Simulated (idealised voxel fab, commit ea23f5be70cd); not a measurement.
Name of the process module below: voxel trench capacitor
Displayed cross-section: cut, width of 285 nm, square cells sized 5 nm.
If you're reading a cross-section in this doc, picture square cells in a grid; it comes to you as bands, top ones listed first down to the bottom, and a band can be one or more rows of cells. Read a band's entry like this: the first values are the height of its top and the height of its bottom in nm, and what follows is the sequence of materials from left to right, each with its width in nm. Note that "blank" is empty space, and that a single material marked "full width" reaches across the band from edge to edge. Height datum 0, below which the as-received substrate wafer is one material. Lowest band open at the bottom, running downward: "0 nm and below". A two-number width, for instance "30->40", indicates that the width is equal to the first number in the top row of the band and to the second number in the bottom row, and that it changes by a constant amount per row of cells. "nothing altered", as given for a step, is the statement that not any cell of the cross-section underwent a change during that step. For the entry "Trapped cavities", the listed items are empty spaces with no open way to the top whose size is 8 cells or more; each item follows the pattern width x height at distance, where distance is from the left edge and all three are in nm. Text after the settings on a step's line: the simulator's own remark on that step. overlay nm: step with mask; distance mask lay right of planned place; negative value = left of planned place.
[List of planned process steps]
1: RECEIVE, material Si
2: CONFORMAL_DEP, material SiN, thk nm 10
3: PATTERN, tone open, mask id TRENCH, material resist, width nm 25, pitch nm 55, thk nm 20, overlay nm 0
4: DIRECTIONAL_ETCH, etch materials SiN, depth nm 10
5: DIRECTIONAL_ETCH, etch materials Si, depth nm 40
6: STRIP, etch materials resist
7: CONFORMAL_DEP, material HfO2, thk nm 5
8: CONFORMAL_DEP, material TiN, thk nm 5
9: FILL_DEP, material W, thk nm 10
10: CMP, height nm 10
[Cross-sectional view of the wafer in its as-received condition, corresponding to the state after step 1]
- 0 nm and below = Si full width
- Trapped cavities: none
[Run as planned - first of the two wafers cross-sectioned at the end of the module]
- 10 nm to 0 nm = SiN=100  HfO2=5  TiN=5  W=5  TiN=5  HfO2=5  SiN=30  HfO2=5  TiN=5  W=5  TiN=5  HfO2=5  SiN=105
- 0 nm to -30 nm = Si=100  HfO2=5  TiN=5  W=5  TiN=5  HfO2=5  Si=30  HfO2=5  TiN=5  W=5  TiN=5  HfO2=5  Si=105
- -30 nm to -35 nm = Si=100  HfO2=5  TiN=15  HfO2=5  Si=30  HfO2=5  TiN=15  HfO2=5  Si=105
- -35 nm to -40 nm = Si=100  HfO2=25  Si=30  HfO2=25  Si=105
- -40 nm and below = Si full width
- Trapped cavities: none
[Wafer two cross-section, module end. Start and plan unchanged from wafer one; one mistake made during the run]
- 10 nm to 0 nm = W full width
- 0 nm and below = Si full width
- Trapped cavities: none
What broke from the plan during processing? rather than as planned, step 2 actually ran as CONFORMAL_DEP, material W, thk nm 10
Count the cells at the end and the second wafer has more or fewer of some materials than the first: 46 fewer of HfO2 | 80 more of Si | 94 fewer of SiN | 38 fewer of TiN | 98 more of W
